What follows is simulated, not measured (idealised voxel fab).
This section sets out a process module, namely voxel capacitor over wiring.
In the cross-section labelled cut, the width is 280 nm and each square cell is 5 nm.
Each cross-section below is a grid of square cells, stated as bands in top-down order, with one or more rows of cells making up each band.
Heights first: top, then bottom, in nm. Then materials, left to right, each with a width in nm. "edge to edge" on a single material: fills the band edge to edge. "blank": empty space.
All heights in this document are referenced to 0, defined as the level beneath which the wafer, as received, consists entirely of one material. The lowest band is not bounded below; it extends indefinitely downward and is written in the form "from 0 down".
You'd read "30..40" like this: the band's top row of cells is as wide as the first number, its bottom row is as wide as the second, and going down, every row changes width by the same amount as the row before did.
The cross-section has no changed cell in any step marked "no change".
Entry "Closed void inventory" = empty spaces >= 8 cells with no open way to the top; each as width x height at distance, distance from left edge, all nm.
Step line, after settings: the simulator's comment on this step.
overlay nm: step with mask; distance mask lay right of planned place; negative value = left of planned place.

## Planned process steps
1) RECEIVE,material Si
2) CONFORMAL_DEP,material SiO2,thk nm 15
3) DIRECTIONAL_DEP,material TiN,thk nm 5
4) DIRECTIONAL_DEP,material W,thk nm 20
5) DIRECTIONAL_DEP,material aC,thk nm 10
6) PATTERN,tone cover,mask id METAL_1,material resist,width nm 30,pitch nm 100,thk nm 30,overlay nm 0
7) DIRECTIONAL_ETCH,etch materials aC,depth nm 10
8) STRIP,etch materials resist
9) DIRECTIONAL_ETCH,etch materials W,depth nm 20
10) DIRECTIONAL_ETCH,etch materials TiN,depth nm 5
11) STRIP,etch materials aC
12) FILL_DEP,material SiO2,thk nm 5
13) CMP,height nm 40
14) CONFORMAL_DEP,material SiCN,thk nm 5
15) DIRECTIONAL_DEP,material SiO2,thk nm 20
16) PATTERN,tone open,mask id PLUG_1,material resist,width nm 15,thk nm 15,overlay nm 0
17) DIRECTIONAL_ETCH,etch materials SiO2,depth nm 20
18) DIRECTIONAL_ETCH,etch materials SiCN,depth nm 5
19) STRIP,etch materials resist
20) CONFORMAL_DEP,material TiN,thk nm 5
21) FILL_DEP,material Cu,thk nm 5
22) CMP,height nm 65
23) DIRECTIONAL_DEP,material TiN,thk nm 10
24) DIRECTIONAL_DEP,material HfO2,thk nm 5
25) DIRECTIONAL_DEP,material TiN,thk nm 5
26) DIRECTIONAL_DEP,material aC,thk nm 15
27) PATTERN,tone cover,mask id UPPER_PLATE,material resist,width nm 75,thk nm 30,overlay nm 0
28) DIRECTIONAL_ETCH,etch materials aC,depth nm 15
29) STRIP,etch materials resist
30) DIRECTIONAL_ETCH,etch materials TiN,depth nm 5
31) DIRECTIONAL_ETCH,etch materials HfO2,depth nm 5
32) STRIP,etch materials aC
33) MASKED_ETCH,tone cover,mask id LOWER_PLATE,width nm 85,etch materials TiN,depth nm 10,overlay nm 0
34) FILL_DEP,material SiO2,thk nm 20
35) CMP,height nm 100
36) DIRECTIONAL_DEP,material aC,thk nm 15
37) PATTERN,tone open,mask id PLUG_2,material resist,width nm 15,thk nm 35,overlay nm 0
38) DIRECTIONAL_ETCH,etch materials aC,depth nm 15
39) STRIP,etch materials resist
40) DIRECTIONAL_ETCH,etch materials SiO2,depth nm 15
41) STRIP,etch materials aC
42) CONFORMAL_DEP,material TiN,thk nm 5
43) FILL_DEP,material Ru,thk nm 10
44) CMP,height nm 100
45) CONFORMAL_DEP,material SiCN,thk nm 5

## So, the first of our two wafers, run just as we planned it

## Cross-sectional view of the wafer in its as-received condition, corresponding to the state after step 1
* from 0 down = Si edge to edge
* Closed void inventory: none

## Step 2 complete: cross-section through the wafer
* from 15 to 0 = SiO2 edge to edge
* Lower than 0, everything is as it was.

## Step 3 complete: cross-section through the wafer
* from 20 to 15 = TiN edge to edge
* Lower than 15, everything is as it was.

## Step 4 complete: cross-section through the wafer
* from 40 to 20 = W edge to edge
* Lower than 20, everything is as it was.

## Step 5 complete: cross-section through the wafer
* from 50 to 40 = aC edge to edge
* Lower than 40, everything is as it was.

## Step 6 complete: cross-section through the wafer
* from 80 to 50 = blank=75, resist=30, blank=70, resist=30, blank=75
* Lower than 50, everything is as it was.

## Step 7 complete: cross-section through the wafer
* from 70 to 50 = blank=75, resist=30, blank=70, resist=30, blank=75
* from 50 to 40 = blank=75, aC=30, blank=70, aC=30, blank=75
* Lower than 40, everything is as it was.

## Step 8 complete: cross-section through the wafer
* from 50 to 40 = blank=75, aC=30, blank=70, aC=30, blank=75
* Lower than 40, everything is as it was.

## Step 9 complete: cross-section through the wafer
* from 50 to 40 = blank=75, aC=30, blank=70, aC=30, blank=75
* from 40 to 20 = blank=75, W=30, blank=70, W=30, blank=75
* Lower than 20, everything is as it was.

## Step 10 complete: cross-section through the wafer
* from 50 to 40 = blank=75, aC=30, blank=70, aC=30, blank=75
* from 40 to 20 = blank=75, W=30, blank=70, W=30, blank=75
* from 20 to 15 = blank=75, TiN=30, blank=70, TiN=30, blank=75
* Lower than 15, everything is as it was.

## Step 11 complete: cross-section through the wafer
* from 40 to 20 = blank=75, W=30, blank=70, W=30, blank=75
* Lower than 20, everything is as it was.

## Step 12 complete: cross-section through the wafer
* from 45 to 40 = SiO2 edge to edge
* from 40 to 20 = SiO2=75, W=30, SiO2=70, W=30, SiO2=75
* from 20 to 15 = SiO2=75, TiN=30, SiO2=70, TiN=30, SiO2=75
* Lower than 15, everything is as it was.

## Step 13 complete: cross-section through the wafer
* from 40 to 20 = SiO2=75, W=30, SiO2=70, W=30, SiO2=75
* Lower than 20, everything is as it was.

## Step 14 complete: cross-section through the wafer
* from 45 to 40 = SiCN edge to edge
* Lower than 40, everything is as it was.

## Step 15 complete: cross-section through the wafer
* from 65 to 45 = SiO2 edge to edge
* Lower than 45, everything is as it was.

## Step 16 complete: cross-section through the wafer
* from 80 to 65 = resist=90, blank=15, resist=175
* Lower than 65, everything is as it was.

## Step 17 complete: cross-section through the wafer
* from 80 to 65 = resist=90, blank=15, resist=175
* from 65 to 45 = SiO2=90, blank=15, SiO2=175
* Lower than 45, everything is as it was.

## Step 18 complete: cross-section through the wafer
* from 80 to 65 = resist=90, blank=15, resist=175
* from 65 to 45 = SiO2=90, blank=15, SiO2=175
* from 45 to 40 = SiCN=90, blank=15, SiCN=175
* Lower than 40, everything is as it was.

## Step 19 complete: cross-section through the wafer
* from 65 to 45 = SiO2=90, blank=15, SiO2=175
* Lower than 45, everything is as it was.

## Step 20 complete: cross-section through the wafer
* from 70 to 65 = TiN=95, blank=5, TiN=180
* from 65 to 45 = SiO2=90, TiN=5, blank=5, TiN=5, SiO2=175
* from 45 to 40 = SiCN=90, TiN=15, SiCN=175
* Lower than 40, everything is as it was.

## Step 21 complete: cross-section through the wafer
* from 75 to 70 = Cu edge to edge
* from 70 to 65 = TiN=95, Cu=5, TiN=180
* from 65 to 45 = SiO2=90, TiN=5, Cu=5, TiN=5, SiO2=175
* Lower than 45, everything is as it was.

## Step 22 complete: cross-section through the wafer
* from 65 to 45 = SiO2=90, TiN=5, Cu=5, TiN=5, SiO2=175
* Lower than 45, everything is as it was.

## Step 23 complete: cross-section through the wafer
* from 75 to 65 = TiN edge to edge
* Lower than 65, everything is as it was.

## Step 24 complete: cross-section through the wafer
* from 80 to 75 = HfO2 edge to edge
* Lower than 75, everything is as it was.

## Step 25 complete: cross-section through the wafer
* from 85 to 80 = TiN edge to edge
* Lower than 80, everything is as it was.

## Step 26 complete: cross-section through the wafer
* from 100 to 85 = aC edge to edge
* Lower than 85, everything is as it was.

## Step 27 complete: cross-section through the wafer
* from 130 to 100 = blank=90, resist=75, blank=115
* Lower than 100, everything is as it was.

## Step 28 complete: cross-section through the wafer
* from 115 to 100 = blank=90, resist=75, blank=115
* from 100 to 85 = blank=90, aC=75, blank=115
* Lower than 85, everything is as it was.

## Step 29 complete: cross-section through the wafer
* from 100 to 85 = blank=90, aC=75, blank=115
* Lower than 85, everything is as it was.

## Step 30 complete: cross-section through the wafer
* from 100 to 85 = blank=90, aC=75, blank=115
* from 85 to 80 = blank=90, TiN=75, blank=115
* Lower than 80, everything is as it was.

## Step 31 complete: cross-section through the wafer
* from 100 to 85 = blank=90, aC=75, blank=115
* from 85 to 80 = blank=90, TiN=75, blank=115
* from 80 to 75 = blank=90, HfO2=75, blank=115
* Lower than 75, everything is as it was.

## Step 32 complete: cross-section through the wafer
* from 85 to 80 = blank=90, TiN=75, blank=115
* Lower than 80, everything is as it was.

## Step 33 complete: cross-section through the wafer
* from 85 to 80 = blank=90, TiN=75, blank=115
* from 80 to 75 = blank=90, HfO2=75, blank=115
* from 75 to 65 = blank=85, TiN=85, blank=110
* Lower than 65, everything is as it was.

## Step 34 complete: cross-section through the wafer
* from 105 to 85 = SiO2 edge to edge
* from 85 to 80 = SiO2=90, TiN=75, SiO2=115
* from 80 to 75 = SiO2=90, HfO2=75, SiO2=115
* from 75 to 65 = SiO2=85, TiN=85, SiO2=110
* Lower than 65, everything is as it was.

## Step 35 complete: cross-section through the wafer
* from 100 to 85 = SiO2 edge to edge
* Lower than 85, everything is as it was.

## Step 36 complete: cross-section through the wafer
* from 115 to 100 = aC edge to edge
* Lower than 100, everything is as it was.

## Step 37 complete: cross-section through the wafer
* from 150 to 115 = resist=100, blank=15, resist=165
* Lower than 115, everything is as it was.

## Step 38 complete: cross-section through the wafer
* from 135 to 115 = resist=100, blank=15, resist=165
* from 115 to 100 = aC=100, blank=15, aC=165
* Lower than 100, everything is as it was.

## Step 39 complete: cross-section through the wafer
* from 115 to 100 = aC=100, blank=15, aC=165
* Lower than 100, everything is as it was.

## Step 40 complete: cross-section through the wafer
* from 115 to 100 = aC=100, blank=15, aC=165
* from 100 to 85 = SiO2=100, blank=15, SiO2=165
* Lower than 85, everything is as it was.

## Step 41 complete: cross-section through the wafer
* from 100 to 85 = SiO2=100, blank=15, SiO2=165
* Lower than 85, everything is as it was.

## Step 42 complete: cross-section through the wafer
* from 105 to 100 = TiN=105, blank=5, TiN=170
* from 100 to 90 = SiO2=100, TiN=5, blank=5, TiN=5, SiO2=165
* from 90 to 80 = SiO2=100..90, TiN=15..75, SiO2=165..115
* Lower than 80, everything is as it was.

## Step 43 complete: cross-section through the wafer
* from 115 to 105 = Ru edge to edge
* from 105 to 100 = TiN=105, Ru=5, TiN=170
* from 100 to 90 = SiO2=100, TiN=5, Ru=5, TiN=5, SiO2=165
* Lower than 90, everything is as it was.

## Step 44 complete: cross-section through the wafer
* from 100 to 90 = SiO2=100, TiN=5, Ru=5, TiN=5, SiO2=165
* Lower than 90, everything is as it was.

## Step 45 complete: cross-section through the wafer
* from 105 to 100 = SiCN edge to edge
* Lower than 100, everything is as it was.

## Wafer two: like wafer one in start and plan, but with one mistake in execution; identical up to and including step 36

## Here is the second wafer in cross-section at the point where step 37 of the plan should have been done
* from 150 to 115 = resist=95, blank=15, resist=170
* Lower than 115, everything is as it was.

## Here is the second wafer in cross-section at the point where step 38 of the plan should have been done
* from 135 to 115 = resist=95, blank=15, resist=170
* from 115 to 100 = aC=95, blank=15, aC=170
* Lower than 100, everything is as it was.

## Here is the second wafer in cross-section at the point where step 39 of the plan should have been done
* from 115 to 100 = aC=95, blank=15, aC=170
* Lower than 100, everything is as it was.

## Here is the second wafer in cross-section at the point where step 40 of the plan should have been done
* from 115 to 100 = aC=95, blank=15, aC=170
* from 100 to 85 = SiO2=95, blank=15, SiO2=170
* Lower than 85, everything is as it was.

## Here is the second wafer in cross-section at the point where step 41 of the plan should have been done
* from 100 to 85 = SiO2=95, blank=15, SiO2=170
* Lower than 85, everything is as it was.

## Here is the second wafer in cross-section at the point where step 42 of the plan should have been done
* from 105 to 100 = TiN=100, blank=5, TiN=175
* from 100 to 90 = SiO2=95, TiN=5, blank=5, TiN=5, SiO2=170
* from 90 to 80 = SiO2=95..90, TiN=15..75, SiO2=170..115
* Lower than 80, everything is as it was.

## Here is the second wafer in cross-section at the point where step 43 of the plan should have been done
* from 115 to 105 = Ru edge to edge
* from 105 to 100 = TiN=100, Ru=5, TiN=175
* from 100 to 90 = SiO2=95, TiN=5, Ru=5, TiN=5, SiO2=170
* Lower than 90, everything is as it was.

## Here is the second wafer in cross-section at the point where step 44 of the plan should have been done
* from 100 to 90 = SiO2=95, TiN=5, Ru=5, TiN=5, SiO2=170
* Lower than 90, everything is as it was.

## Here is the second wafer in cross-section at the point where step 45 of the plan should have been done
* from 105 to 100 = SiCN edge to edge
* Lower than 100, everything is as it was.
Deviation noted in wafer processing: in deviation from the planned setting, step 37 was conducted as PATTERN,tone open,mask id PLUG_2,material resist,width nm 15,thk nm 35,overlay nm -5
Final wafers compared: equal cell tally per material, rearranged layout.
